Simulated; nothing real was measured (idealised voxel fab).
Name of the process module below: voxel transistor to metal
Shown is cross-section cut, with a width of 215 nm and square cells of size 5 nm.
Think of the cross-section as a grid of square cells. We describe it in bands, top to bottom, and each band covers one or more rows of those cells. Quick guide to a band line: top height, bottom height (nm) up front; then every material left to right with its width in nm. Only one material and it's marked "throughout"? Then it fills the band edge to edge. And "air" just means empty space. Height reference: 0 = level under which incoming wafer is all one material. Lowest band: no bottom, runs on downward, e.g. "top 0, no bottom". The notation "30 to 40" denotes a width that varies across the rows of cells in the band, beginning at the first number in the top row, finishing at the second number in the bottom row, and changing by an identical amount from each row to the next. "no modification" -> step changed no cross-section cell. Any empty space of 8 cells or more lacking an open way to the top shows up in "Closed empty spaces" as width x height at distance, distance from the left edge, in nm. Whatever follows a step's settings on its line is a remark the simulator itself makes about that step. When a step includes a mask, the "overlay nm" setting on its line states how far to the right of its planned place that mask lay, and negative values state how far to the left.
Set out below are the planned steps of the process
step 1: RECEIVE, material Si
step 2: OXIDIZE, depth nm 5
step 3: CONFORMAL_DEP, material SiN, thk nm 15
step 4: DIRECTIONAL_DEP, material aC, thk nm 15
step 5: PATTERN, tone cover, mask id ACTIVE, material resist, width nm 105, thk nm 35, overlay nm 0
step 6: DIRECTIONAL_ETCH, etch materials aC, depth nm 15
step 7: STRIP, etch materials resist
step 8: DIRECTIONAL_ETCH, etch materials SiN, depth nm 15
step 9: DIRECTIONAL_ETCH, etch materials SiO2, depth nm 5
step 10: DIRECTIONAL_ETCH, etch materials Si, depth nm 30
step 11: STRIP, etch materials aC
step 12: FILL_DEP, material SiO2, thk nm 10
step 13: CMP, height nm 15
step 14: SELECTIVE_ETCH, etch materials SiO2, depth nm 10
step 15: STRIP, etch materials SiN
step 16: SELECTIVE_ETCH, etch materials SiO2, depth nm 5
step 17: OXIDIZE, depth nm 5
step 18: DIRECTIONAL_DEP, material polySi, thk nm 30
step 19: DIRECTIONAL_DEP, material SiCN, thk nm 15
step 20: DIRECTIONAL_DEP, material aC, thk nm 10
step 21: PATTERN, tone cover, mask id GATE, material resist, width nm 25, thk nm 25, overlay nm 0
step 22: DIRECTIONAL_ETCH, etch materials aC, depth nm 10
step 23: STRIP, etch materials resist
step 24: DIRECTIONAL_ETCH, etch materials SiCN, depth nm 25
step 25: DIRECTIONAL_ETCH, etch materials polySi, depth nm 40
step 26: STRIP, etch materials aC
step 27: CONFORMAL_DEP, material SiN, thk nm 10
step 28: DIRECTIONAL_ETCH, etch materials SiN, depth nm 10
step 29: DIRECTIONAL_ETCH, etch materials SiO2, depth nm 5
step 30: DIRECTIONAL_ETCH, etch materials Si, depth nm 10
step 31: EPI, material nSi, thk nm 10
step 32: FILL_DEP, material SiO2, thk nm 10
step 33: CMP, height nm 40
step 34: DIRECTIONAL_DEP, material SiO2, thk nm 15
step 35: PATTERN, tone open, mask id CONTACT, material resist, width nm 20, pitch nm 75, thk nm 15, overlay nm 0
step 36: DIRECTIONAL_ETCH, etch materials SiO2, depth nm 65
step 37: STRIP, etch materials resist
step 38: CONFORMAL_DEP, material TiN, thk nm 5
step 39: FILL_DEP, material Ru, thk nm 5
step 40: CMP, height nm 55
step 41: DIRECTIONAL_DEP, material TiN, thk nm 5
step 42: DIRECTIONAL_DEP, material W, thk nm 25
step 43: DIRECTIONAL_DEP, material aC, thk nm 15
step 44: PATTERN, tone cover, mask id METAL_1, material resist, width nm 20, pitch nm 75, thk nm 30, overlay nm 0
step 45: DIRECTIONAL_ETCH, etch materials aC, depth nm 15
step 46: STRIP, etch materials resist
step 47: DIRECTIONAL_ETCH, etch materials W, depth nm 25
step 48: DIRECTIONAL_ETCH, etch materials TiN, depth nm 5
step 49: STRIP, etch materials aC
step 50: CONFORMAL_DEP, material SiCN, thk nm 5
step 51: FILL_DEP, material SiO2, thk nm 5
step 52: CMP, height nm 85
step 53: CONFORMAL_DEP, material SiN, thk nm 5
Shown in cross-section is the wafer as received, that is, as it stands after step 1
  top 0, no bottom = Si throughout
  Closed empty spaces: none
Below is the wafer in cross-section after the module was completed. It began from the starting point shown above and followed the plan shown above, except that one mistake was made while running it
  top 90, bottom 85 = SiN throughout
  top 85, bottom 60 = 55 nm SiO2 / 5 nm SiCN / 20 nm W / 5 nm SiCN / 45 nm SiO2 / 5 nm SiCN / 20 nm W / 5 nm SiCN / 55 nm SiO2
  top 60, bottom 55 = 60 nm SiCN / 20 nm TiN / 55 nm SiCN / 20 nm TiN / 60 nm SiCN
  top 55, bottom 40 = 60 nm SiO2 / 5 nm TiN / 10 nm Ru / 5 nm TiN / 55 nm SiO2 / 5 nm TiN / 10 nm Ru / 5 nm TiN / 60 nm SiO2
  top 40, bottom 25 = 60 nm SiO2 / 5 nm TiN / 10 nm Ru / 5 nm TiN / 5 nm SiO2 / 10 nm SiN / 25 nm SiCN / 10 nm SiN / 5 nm SiO2 / 5 nm TiN / 10 nm Ru / 5 nm TiN / 60 nm SiO2
  top 25, bottom 0 = 60 nm SiO2 / 5 nm TiN / 10 nm Ru / 5 nm TiN / 5 nm SiO2 / 10 nm SiN / 25 nm polySi / 10 nm SiN / 5 nm SiO2 / 5 nm TiN / 10 nm Ru / 5 nm TiN / 60 nm SiO2
  top 0, bottom -5 = 50 nm SiO2 / 10 nm SiN / 5 nm TiN / 10 nm Ru / 5 nm TiN / 5 nm SiO2 / 10 nm SiN / 25 nm polySi / 10 nm SiN / 5 nm SiO2 / 5 nm TiN / 10 nm Ru / 5 nm TiN / 10 nm SiN / 50 nm SiO2
  top -5, bottom -10 = 60 nm SiO2 / 20 nm TiN / 55 nm SiO2 / 20 nm TiN / 60 nm SiO2
  top -10, bottom -20 = SiO2 throughout
  top -20, bottom -35 = 55 nm SiO2 / 105 nm Si / 55 nm SiO2
  top -35, no bottom = Si throughout
  Closed empty spaces: none
Heads up, the wafer didn't run the way we planned it: step 17 went in with a setting other than planned; the actual run was OXIDIZE, depth nm 15
